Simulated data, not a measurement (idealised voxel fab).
Documented hereafter: the process module known as voxel trench capacitor.
It is cross-section cut that appears here, measuring 165 nm in width, its square cells being 5 nm in size.
A cross-section is a grid of square cells, given in bands from the top down. A band is one or more rows of cells.
Read a band's entry like this: the first values are the height of its top and the height of its bottom in nm, and what follows is the sequence of materials from left to right, each with its width in nm. Note that "empty" is empty space, and that a single material marked "edge to edge" reaches across the band from edge to edge.
Note: height 0 marks the level under which the wafer is uniformly one material as received. Lowest band unbounded below, written "from 0 down".
Quick explanation for "30 to 40": the width changes in equal steps down the rows of cells, from the first number in the band's top row to the second number in its bottom row.
Reading "no modification" for a step: not a cell of the cross-section changed in it.
You'll see "Closed void entries" listing empty spaces that have no way open to the top, as long as they're 8 cells or more; the notation is width x height at distance, where the distance is from the left edge, and all of it is in nm.
What comes after the settings on a step's line is commentary from the simulator itself on that step.
overlay nm: on a step with a mask, how far right of its planned place the mask lay; negative means left.

THE FOLLOWING LIST GIVES THE PLANNED PROCESS STEPS
| 1 | RECEIVE,material Si |
| 2 | CONFORMAL_DEP,material SiN,thk nm 10 |
| 3 | MASKED_ETCH,tone open,mask id TRENCH,width nm 30,pitch nm 50,etch materials SiN,depth nm 10,overlay nm 0 |
| 4 | MASKED_ETCH,tone open,mask id TRENCH,width nm 30,pitch nm 50,etch materials Si,depth nm 25,overlay nm 0 |
| 5 | CONFORMAL_DEP,material Al2O3,thk nm 5 |
| 6 | CONFORMAL_DEP,material TiN,thk nm 5 |
| 7 | FILL_DEP,material W,thk nm 10 |
| 8 | CMP,height nm 10 |

INCOMING WAFER, CROSS-SECTIONAL VIEW, POST STEP 1
	from 0 down  Si edge to edge
	Closed void entries: none

WAFER CROSS-SECTION AT END OF MODULE: START AND PLAN AS SHOWN ABOVE, ONE EXECUTION ERROR
	from 10 to 5  TiN=25  W=10  TiN=40  W=10  TiN=40  W=10  TiN=30
	from 5 to 0  Al2O3=20  TiN=5  W=10  TiN=5  Al2O3=30  TiN=5  W=10  TiN=5  Al2O3=30  TiN=5  W=10  TiN=5  Al2O3=25
	from 0 to -15  Si=15  Al2O3=5  TiN=5  W=10  TiN=5  Al2O3=5  Si=20  Al2O3=5  TiN=5  W=10  TiN=5  Al2O3=5  Si=20  Al2O3=5  TiN=5  W=10  TiN=5  Al2O3=5  Si=20
	from -15 to -20  Si=15  Al2O3=5  TiN=20  Al2O3=5  Si=20  Al2O3=5  TiN=20  Al2O3=5  Si=20  Al2O3=5  TiN=20  Al2O3=5  Si=20
	from -20 to -25  Si=15  Al2O3=30  Si=20  Al2O3=30  Si=20  Al2O3=30  Si=20
	from -25 down  Si edge to edge
	Closed void entries: none
Nonconformance to the process plan: step 2 was left out
